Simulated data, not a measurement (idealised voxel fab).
process module | voxel wiring stack
cross-section cut | 265 nm wide | cells 5 nm
A cross-section is a grid of square cells, given in bands from the top down. A band is one or more rows of cells.
Each band's line starts with the height of the band's top and of its bottom, in nm. Then come its materials from left to right, each with its width in nm. One material with "throughout" fills the band from edge to edge. "air" is empty space.
Height 0 is the level under which the wafer as received is all one material. The lowest band goes on downwards, as in "0 down".
A width such as "30 to 40" changes by the same amount from each row of cells to the next, from the band's top row to its bottom row.
"no change" after a step means that no cell of the cross-section changed.
closed voids: empty space of 8 cells or more with no open way to the top, each as width x height at its distance from the left edge, in nm
after a step's settings: what the simulator itself notes on the step
overlay nm, on a step with a mask: how far to the right of its planned place the mask lay; to the left if negative
plan
1 op RECEIVE | material Si
2 op CONFORMAL_DEP | material SiO2 | thk nm 15
3 op CONFORMAL_DEP | material SiN | thk nm 5
4 op DIRECTIONAL_DEP | material SiO2 | thk nm 15
5 op PATTERN | tone open | mask id METAL_1 | material resist | width nm 20 | pitch nm 40 | thk nm 20 | overlay nm -15
6 op DIRECTIONAL_ETCH | etch materials SiO2 | depth nm 15
7 op DIRECTIONAL_ETCH | etch materials SiN | depth nm 5
8 op STRIP | etch materials resist
9 op CONFORMAL_DEP | material TiN | thk nm 5
10 op FILL_DEP | material Ru | thk nm 10
11 op CMP | height nm 35
12 op EPI | material Ru | thk nm 5
13 op FILL_DEP | material SiCN | thk nm 5
14 op DIRECTIONAL_DEP | material SiO2 | thk nm 20
15 op PATTERN | tone open | mask id PLUG_1 | material resist | width nm 15 | pitch nm 40 | thk nm 20 | overlay nm 0
16 op DIRECTIONAL_ETCH | etch materials SiO2 | depth nm 20
17 op DIRECTIONAL_ETCH | etch materials SiCN | depth nm 5
18 op STRIP | etch materials resist
19 op CONFORMAL_DEP | material TiN | thk nm 5
20 op FILL_DEP | material W | thk nm 10
21 op CMP | height nm 65
22 op DIRECTIONAL_DEP | material TiN | thk nm 5
23 op DIRECTIONAL_DEP | material W | thk nm 20
24 op MASKED_ETCH | tone cover | mask id METAL_2 | width nm 20 | pitch nm 40 | etch materials W | depth nm 20 | overlay nm 0
25 op MASKED_ETCH | tone cover | mask id METAL_2 | width nm 20 | pitch nm 40 | etch materials TiN | depth nm 5 | overlay nm 0
26 op CONFORMAL_DEP | material SiN | thk nm 5
27 op FILL_DEP | material SiO2 | thk nm 5
28 op CMP | height nm 90
29 op CONFORMAL_DEP | material SiCN | thk nm 5
30 op DIRECTIONAL_DEP | material SiO2 | thk nm 30
31 op PATTERN | tone open | mask id METAL_3 | material resist | width nm 20 | pitch nm 40 | thk nm 15 | overlay nm 0
32 op DIRECTIONAL_ETCH | etch materials SiO2 | depth nm 15
33 op STRIP | etch materials resist
34 op PATTERN | tone open | mask id METAL_3_HOLES | material resist | width nm 15 | pitch nm 40 | thk nm 15 | overlay nm 0
35 op DIRECTIONAL_ETCH | etch materials SiO2 | depth nm 15
36 op DIRECTIONAL_ETCH | etch materials SiCN | depth nm 5
37 op STRIP | etch materials resist
38 op CONFORMAL_DEP | material TiN | thk nm 5
39 op FILL_DEP | material Cu | thk nm 5
40 op CMP | height nm 125
41 op CONFORMAL_DEP | material SiN | thk nm 5
varied across the wafers: overlay nm of step 5. The plan shows the first wafer's value. All wafers start alike
first wafer as received, after step 1
  0 down: Si throughout
  closed voids: none
each wafer at the end: cells of each material gained (+) or lost (-) since it was received, then its closed voids
overlay nm -15 | +16 Cu | +24 Ru | +135 SiCN | +159 SiN | +922 SiO2 | +82 TiN | +40 W | closed voids: none
overlay nm -10 | +16 Cu | +24 Ru | +135 SiCN | +159 SiN | +922 SiO2 | +82 TiN | +40 W | closed voids: none
overlay nm -5 | +16 Cu | +24 Ru | +135 SiCN | +159 SiN | +922 SiO2 | +82 TiN | +40 W | closed voids: none
overlay nm 0 | +16 Cu | +24 Ru | +135 SiCN | +159 SiN | +922 SiO2 | +82 TiN | +40 W | closed voids: none
overlay nm 5 | +16 Cu | +24 Ru | +135 SiCN | +159 SiN | +922 SiO2 | +82 TiN | +40 W | closed voids: none
overlay nm 10 | +16 Cu | +24 Ru | +135 SiCN | +159 SiN | +922 SiO2 | +82 TiN | +40 W | closed voids: none
overlay nm 15 | +16 Cu | +24 Ru | +135 SiCN | +159 SiN | +922 SiO2 | +82 TiN | +40 W | closed voids: none
